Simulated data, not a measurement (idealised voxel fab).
process module | voxel transistor to metal
cross-section cut | 235 nm wide | cells 5 nm
A cross-section is a grid of square cells, given in bands from the top down. A band is one or more rows of cells.
Each band's line starts with the height of the band's top and of its bottom, in nm. Then come its materials from left to right, each with its width in nm. One material with "throughout" fills the band from edge to edge. "air" is empty space.
Height 0 is the level under which the wafer as received is all one material. The lowest band goes on downwards, as in "0 down".
A width such as "30 to 40" changes by the same amount from each row of cells to the next, from the band's top row to its bottom row.
"no change" after a step means that no cell of the cross-section changed.
closed voids: empty space of 8 cells or more with no open way to the top, each as width x height at its distance from the left edge, in nm
after a step's settings: what the simulator itself notes on the step
overlay nm, on a step with a mask: how far to the right of its planned place the mask lay; to the left if negative
plan
1 op RECEIVE | material Si
2 op OXIDIZE | depth nm 5
3 op CONFORMAL_DEP | material SiN | thk nm 15
4 op DIRECTIONAL_DEP | material aC | thk nm 15
5 op PATTERN | tone cover | mask id ACTIVE | material resist | width nm 85 | pitch nm 105 | thk nm 35 | overlay nm 0
6 op DIRECTIONAL_ETCH | etch materials aC | depth nm 15
7 op STRIP | etch materials resist
8 op DIRECTIONAL_ETCH | etch materials SiN | depth nm 15
9 op DIRECTIONAL_ETCH | etch materials SiO2 | depth nm 5
10 op DIRECTIONAL_ETCH | etch materials Si | depth nm 30
11 op STRIP | etch materials aC
12 op OXIDIZE | depth nm 5
13 op FILL_DEP | material SiO2 | thk nm 15
14 op CMP | height nm 15
15 op SELECTIVE_ETCH | etch materials SiO2 | depth nm 10
16 op STRIP | etch materials SiN
17 op SELECTIVE_ETCH | etch materials SiO2 | depth nm 5
18 op OXIDIZE | depth nm 5
19 op DIRECTIONAL_DEP | material polySi | thk nm 20
20 op DIRECTIONAL_DEP | material SiCN | thk nm 15
21 op DIRECTIONAL_DEP | material aC | thk nm 10
22 op PATTERN | tone cover | mask id GATE | material resist | width nm 15 | pitch nm 105 | thk nm 30 | overlay nm 0
23 op DIRECTIONAL_ETCH | etch materials aC | depth nm 10
24 op STRIP | etch materials resist
25 op DIRECTIONAL_ETCH | etch materials SiCN | depth nm 25
26 op DIRECTIONAL_ETCH | etch materials polySi | depth nm 30
27 op STRIP | etch materials aC
28 op CONFORMAL_DEP | material SiO2 | thk nm 5
29 op DIRECTIONAL_ETCH | etch materials SiO2 | depth nm 5
30 op CONFORMAL_DEP | material SiN | thk nm 5
31 op DIRECTIONAL_ETCH | etch materials SiN | depth nm 5
32 op DIRECTIONAL_ETCH | etch materials SiO2 | depth nm 5
33 op DIRECTIONAL_ETCH | etch materials Si | depth nm 5
34 op EPI | material SiGe | thk nm 5
35 op FILL_DEP | material SiO2 | thk nm 5
36 op CMP | height nm 30
37 op DIRECTIONAL_DEP | material SiO2 | thk nm 10
38 op PATTERN | tone open | mask id CONTACT | material resist | width nm 15 | thk nm 15 | overlay nm 0
39 op DIRECTIONAL_ETCH | etch materials SiO2 | depth nm 50
40 op STRIP | etch materials resist
41 op CONFORMAL_DEP | material TiN | thk nm 5
42 op FILL_DEP | material W | thk nm 10
43 op CMP | height nm 40
44 op DIRECTIONAL_DEP | material TiN | thk nm 5
45 op DIRECTIONAL_DEP | material W | thk nm 25
46 op MASKED_ETCH | tone cover | mask id METAL_1 | width nm 15 | etch materials W | depth nm 25 | overlay nm 0
47 op MASKED_ETCH | tone cover | mask id METAL_1 | width nm 15 | etch materials TiN | depth nm 5 | overlay nm 0
48 op FILL_DEP | material SiO2 | thk nm 10
49 op CMP | height nm 70
50 op CONFORMAL_DEP | material SiCN | thk nm 5
51 op DIRECTIONAL_DEP | material SiO2 | thk nm 30
52 op PATTERN | tone open | mask id METAL_2 | material resist | width nm 15 | pitch nm 105 | thk nm 15 | overlay nm 0
53 op DIRECTIONAL_ETCH | etch materials SiO2 | depth nm 15
54 op STRIP | etch materials resist
55 op PATTERN | tone open | mask id METAL_2_HOLES | material resist | width nm 15 | pitch nm 105 | thk nm 20 | overlay nm 0
56 op DIRECTIONAL_ETCH | etch materials SiO2 | depth nm 15
57 op DIRECTIONAL_ETCH | etch materials SiCN | depth nm 5
58 op STRIP | etch materials resist
59 op CONFORMAL_DEP | material TiN | thk nm 5
60 op FILL_DEP | material Ru | thk nm 5
61 op CMP | height nm 105
62 op CONFORMAL_DEP | material SiCN | thk nm 5
as received, after step 1
  0 down: Si throughout
  closed voids: none
a wafer at the end: this start, this plan, one mistake
  110 to 105: SiCN throughout
  105 to 75: SiO2 25 | TiN 5 | Ru 5 | TiN 5 | SiO2 90 | TiN 5 | Ru 5 | TiN 5 | SiO2 90
  75 to 70: SiCN 25 | TiN 15 | SiCN 90 | TiN 15 | SiCN 90
  70 to 45: SiO2 20 | W 25 | SiO2 35 | W 25 | SiO2 20 | W 25 | SiO2 35 | W 25 | SiO2 25
  45 to 40: SiO2 20 | TiN 25 | SiO2 35 | TiN 25 | SiO2 20 | TiN 25 | SiO2 35 | TiN 25 | SiO2 25
  40 to 30: SiO2 25 | TiN 5 | W 5 | TiN 5 | SiO2 45 | TiN 5 | W 5 | TiN 5 | SiO2 30 | TiN 5 | W 5 | TiN 5 | SiO2 45 | TiN 5 | W 5 | TiN 5 | SiO2 30
  30 to 15: SiO2 25 | TiN 5 | W 5 | TiN 5 | SiO2 5 | SiN 5 | SiO2 5 | SiCN 15 | SiO2 5 | SiN 5 | SiO2 5 | TiN 5 | W 5 | TiN 5 | SiO2 30 | TiN 5 | W 5 | TiN 5 | SiO2 5 | SiN 5 | SiO2 5 | SiCN 15 | SiO2 5 | SiN 5 | SiO2 5 | TiN 5 | W 5 | TiN 5 | SiO2 30
  15 to 0: SiO2 25 | TiN 5 | W 5 | TiN 5 | SiO2 5 | SiN 5 | SiO2 5 | polySi 15 | SiO2 5 | SiN 5 | SiO2 5 | TiN 5 | W 5 | TiN 5 | SiO2 30 | TiN 5 | W 5 | TiN 5 | SiO2 5 | SiN 5 | SiO2 5 | polySi 15 | SiO2 5 | SiN 5 | SiO2 5 | TiN 5 | W 5 | TiN 5 | SiO2 30
  0 to -5: SiO2 20 | SiN 5 | TiN 5 | W 5 | TiN 5 | SiO2 5 | SiN 5 | SiO2 5 | polySi 15 | SiO2 5 | SiN 5 | SiO2 5 | TiN 5 | W 5 | TiN 5 | SiN 5 | SiO2 20 | SiN 5 | TiN 5 | W 5 | TiN 5 | SiO2 5 | SiN 5 | SiO2 5 | polySi 15 | SiO2 5 | SiN 5 | SiO2 5 | TiN 5 | W 5 | TiN 5 | SiN 5 | SiO2 25
  -5 to -10: SiO2 25 | TiN 15 | SiGe 5 | SiO2 35 | SiGe 5 | TiN 15 | SiO2 30 | TiN 15 | SiGe 5 | SiO2 35 | SiGe 5 | TiN 15 | SiO2 30
  -10 to -15: SiO2 25 | SiGe 20 | Si 35 | SiGe 20 | SiO2 30 | SiGe 20 | Si 35 | SiGe 20 | SiO2 30
  -15 to -40: SiO2 25 | Si 75 | SiO2 30 | Si 75 | SiO2 30
  -40 down: Si throughout
  closed voids: none
what went wrong: step 46 ran as: op MASKED_ETCH | tone cover | mask id METAL_1 | width nm 25 | etch materials W | depth nm 25 | overlay nm 0
